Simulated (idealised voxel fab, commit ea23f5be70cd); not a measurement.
Proc. module: voxel quadruple lines
In the cross-section labelled cut, the width is 175 nm and each square cell is 5 nm.
Square cells in a grid make up a cross-section in this document, and the grid is given as bands, listed from the top down, each one or more rows of cells.
A band entry consists of two parts. The first gives the height of the band's top and the height of its bottom, in nm. The rest lists the band's materials from left to right, each with its width in nm. A single material labelled with the word "edge to edge" fills the band from edge to edge, and the word "blank" marks empty space.
Ref level 0: as-received wafer is one material below here. Bottom band extends down with no lower bound ("top 0, no bottom").
Graded width ("30 to 40"): value in top row of band = first number; value in bottom row = second number; row-to-row change constant.
Take "no change occurred" at face value: in the step it is given for, the cross-section changed in none of its cells.
Look at "Enclosed internal cavities" for the closed voids: empty spaces with no open path to the top, sized 8 cells or up. Each is width x height at distance, distance from the left edge, all nm.
If you see something after the settings on a step's line, that's the simulator's own remark about that step.
The optional step-line setting "overlay nm" applies to steps with a mask and quantifies how far to the right of its planned location the mask lay, a negative value indicating leftward placement.
### Planned process steps
1) op RECEIVE | material Si
2) op CONFORMAL_DEP | material SiO2 | thk nm 5
3) op DIRECTIONAL_DEP | material W | thk nm 15
4) op DIRECTIONAL_DEP | material polySi | thk nm 15
5) op DIRECTIONAL_DEP | material aC | thk nm 20
6) op PATTERN | tone cover | mask id MANDREL | material resist | width nm 25 | thk nm 30 | overlay nm 0
7) op DIRECTIONAL_ETCH | etch materials aC | depth nm 20
8) op STRIP | etch materials resist
9) op CONFORMAL_DEP | material SiO2 | thk nm 15
10) op DIRECTIONAL_ETCH | etch materials SiO2 | depth nm 15
11) op STRIP | etch materials aC
12) op DIRECTIONAL_ETCH | etch materials polySi | depth nm 15
13) op STRIP | etch materials SiO2
14) op CONFORMAL_DEP | material SiCN | thk nm 5
15) op DIRECTIONAL_ETCH | etch materials SiCN | depth nm 5
16) op STRIP | etch materials polySi
17) op DIRECTIONAL_ETCH | etch materials W | depth nm 15
18) op STRIP | etch materials SiCN
19) op FILL_DEP | material SiO2 | thk nm 5
20) op CMP | height nm 20
### The cross-section here shows the wafer as received, i.e. in its state after step 1
* top 0, no bottom | Si edge to edge
* Enclosed internal cavities: none
### Module complete - cross-section of the first of two wafers, run according to plan
* top 20, bottom 5 | SiO2: 55, then W: 5, then SiO2: 15, then W: 5, then SiO2: 15, then W: 5, then SiO2: 15, then W: 5, then SiO2: 55
* top 5, bottom 0 | SiO2 edge to edge
* top 0, no bottom | Si edge to edge
* Enclosed internal cavities: none
### Same start, same plan as the first wafer - but one mistake in the run. Cross-section of the second of the two at the end of the module
* top 20, bottom 15 | SiO2 edge to edge
* top 15, bottom 0 | SiO2: 55, then W: 5, then SiO2: 15, then W: 5, then SiO2: 15, then W: 5, then SiO2: 15, then W: 5, then SiO2: 55
* top 0, no bottom | Si edge to edge
* Enclosed internal cavities: none
Which mistake was made when the wafer was run? step 2 of the plan got skipped, so it never ran
Final state: per-material cell counts identical on both wafers; locations differ.
